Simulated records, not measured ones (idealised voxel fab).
This is a process module. Its name is voxel tone inversion.
cross-section cut | 275 nm wide | cells 5 nm
Square cells in a grid make up a cross-section in this document, and the grid is given as bands, listed from the top down, each one or more rows of cells.
Heads up on the band format: heights come first, top then bottom, in nm. After that it's the materials left to right, each with its width in nm. A single material flagged "edge to edge" fills the whole band edge to edge, and "empty" means there's empty space there.
Height reference: 0 = level under which incoming wafer is all one material. Lowest band: no bottom, runs on downward, e.g. "0 and below".
You'd read "30->40" like this: the band's top row of cells is as wide as the first number, its bottom row is as wide as the second, and going down, every row changes width by the same amount as the row before did.
"no alterations made" means the step left every cell of the cross-section as it was.
Closed-off voids of 8+ cells (no open route to the top) go in "Unvented cavities", written width x height at distance from the left edge, in nm.
Post-settings text on a step line: simulator's own remark regarding the step.
overlay nm: mask offset rightward from planned place, masked step; negative means leftward offset.

**Process steps (planned)**
1,RECEIVE,material Si
2,CONFORMAL_DEP,material SiN,thk nm 5
3,DIRECTIONAL_DEP,material polySi,thk nm 20
4,PATTERN,tone cover,mask id POSTS,material resist,width nm 15,pitch nm 40,thk nm 25,overlay nm 0
5,DIRECTIONAL_ETCH,etch materials polySi,depth nm 20
6,STRIP,etch materials resist
7,FILL_DEP,material lowk,thk nm 5
8,CMP,height nm 25
9,STRIP,etch materials polySi
10,CONFORMAL_DEP,material TiN,thk nm 5
11,FILL_DEP,material Ru,thk nm 10
12,CMP,height nm 25
13,CONFORMAL_DEP,material SiCN,thk nm 5

**The first of two wafers, run as planned**

**Cross-section of the wafer upon arrival, representing the state reached after step 1**
- 0 and below | Si edge to edge
- Unvented cavities: none

**The wafer, seen in cross-section, after step 2**
- 5 down to 0 | SiN edge to edge
- All layers under 0 are left as they were.

**The wafer, seen in cross-section, after step 3**
- 25 down to 5 | polySi edge to edge
- All layers under 5 are left as they were.

**The wafer, seen in cross-section, after step 4**
- 50 down to 25 | empty 70, then resist 15, then empty 25, then resist 15, then empty 25, then resist 15, then empty 25, then resist 15, then empty 70
- All layers under 25 are left as they were.

**The wafer, seen in cross-section, after step 5**
- 50 down to 25 | empty 70, then resist 15, then empty 25, then resist 15, then empty 25, then resist 15, then empty 25, then resist 15, then empty 70
- 25 down to 5 | empty 70, then polySi 15, then empty 25, then polySi 15, then empty 25, then polySi 15, then empty 25, then polySi 15, then empty 70
- All layers under 5 are left as they were.

**The wafer, seen in cross-section, after step 6**
- 25 down to 5 | empty 70, then polySi 15, then empty 25, then polySi 15, then empty 25, then polySi 15, then empty 25, then polySi 15, then empty 70
- All layers under 5 are left as they were.

**The wafer, seen in cross-section, after step 7**
- 30 down to 25 | lowk edge to edge
- 25 down to 5 | lowk 70, then polySi 15, then lowk 25, then polySi 15, then lowk 25, then polySi 15, then lowk 25, then polySi 15, then lowk 70
- All layers under 5 are left as they were.

**The wafer, seen in cross-section, after step 8**
- 25 down to 5 | lowk 70, then polySi 15, then lowk 25, then polySi 15, then lowk 25, then polySi 15, then lowk 25, then polySi 15, then lowk 70
- All layers under 5 are left as they were.

**The wafer, seen in cross-section, after step 9**
- 25 down to 5 | lowk 70, then empty 15, then lowk 25, then empty 15, then lowk 25, then empty 15, then lowk 25, then empty 15, then lowk 70
- All layers under 5 are left as they were.

**The wafer, seen in cross-section, after step 10**
- 30 down to 25 | TiN 75, then empty 5, then TiN 35, then empty 5, then TiN 35, then empty 5, then TiN 35, then empty 5, then TiN 75
- 25 down to 10 | lowk 70, then TiN 5, then empty 5, then TiN 5, then lowk 25, then TiN 5, then empty 5, then TiN 5, then lowk 25, then TiN 5, then empty 5, then TiN 5, then lowk 25, then TiN 5, then empty 5, then TiN 5, then lowk 70
- 10 down to 5 | lowk 70, then TiN 15, then lowk 25, then TiN 15, then lowk 25, then TiN 15, then lowk 25, then TiN 15, then lowk 70
- All layers under 5 are left as they were.

**The wafer, seen in cross-section, after step 11**
- 40 down to 30 | Ru edge to edge
- 30 down to 25 | TiN 75, then Ru 5, then TiN 35, then Ru 5, then TiN 35, then Ru 5, then TiN 35, then Ru 5, then TiN 75
- 25 down to 10 | lowk 70, then TiN 5, then Ru 5, then TiN 5, then lowk 25, then TiN 5, then Ru 5, then TiN 5, then lowk 25, then TiN 5, then Ru 5, then TiN 5, then lowk 25, then TiN 5, then Ru 5, then TiN 5, then lowk 70
- All layers under 10 are left as they were.

**The wafer, seen in cross-section, after step 12**
- 25 down to 10 | lowk 70, then TiN 5, then Ru 5, then TiN 5, then lowk 25, then TiN 5, then Ru 5, then TiN 5, then lowk 25, then TiN 5, then Ru 5, then TiN 5, then lowk 25, then TiN 5, then Ru 5, then TiN 5, then lowk 70
- All layers under 10 are left as they were.

**The wafer, seen in cross-section, after step 13**
- 30 down to 25 | SiCN edge to edge
- All layers under 25 are left as they were.

**The remaining wafer, second of the two, started like the first and was run to the same plan, except that one mistake was made along the way; the two coincide through step 1, inclusive**

**Second wafer, cross-section, planned end of step 2**
- 20 down to 0 | polySi edge to edge
- All layers under 0 are left as they were.

**Second wafer, cross-section, planned end of step 3**
- 25 down to 20 | SiN edge to edge
- All layers under 20 are left as they were.

**Second wafer, cross-section, planned end of step 4**
- 50 down to 25 | empty 70, then resist 15, then empty 25, then resist 15, then empty 25, then resist 15, then empty 25, then resist 15, then empty 70
- All layers under 25 are left as they were.

Second wafer, cross-section, planned end of step 5: no alterations made

**Second wafer, cross-section, planned end of step 6**
- 25 down to 20 | SiN edge to edge
- All layers under 20 are left as they were.

**Second wafer, cross-section, planned end of step 7**
- 30 down to 25 | lowk edge to edge
- All layers under 25 are left as they were.

**Second wafer, cross-section, planned end of step 8**
- 25 down to 20 | SiN edge to edge
- All layers under 20 are left as they were.

Second wafer, cross-section, planned end of step 9: no alterations made

**Second wafer, cross-section, planned end of step 10**
- 30 down to 25 | TiN edge to edge
- All layers under 25 are left as they were.

**Second wafer, cross-section, planned end of step 11**
- 40 down to 30 | Ru edge to edge
- All layers under 30 are left as they were.

**Second wafer, cross-section, planned end of step 12**
- 25 down to 20 | SiN edge to edge
- All layers under 20 are left as they were.

**Second wafer, cross-section, planned end of step 13**
- 30 down to 25 | SiCN edge to edge
- All layers under 25 are left as they were.
Against the plan, the run slipped here: plan vs actual: 2 and 3 interchanged
Upon completion, the second wafer contains, in terms of cells, a greater or smaller amount of certain materials than the first wafer: 12 fewer of Ru | 36 fewer of TiN | 172 fewer of lowk | 220 more of polySi
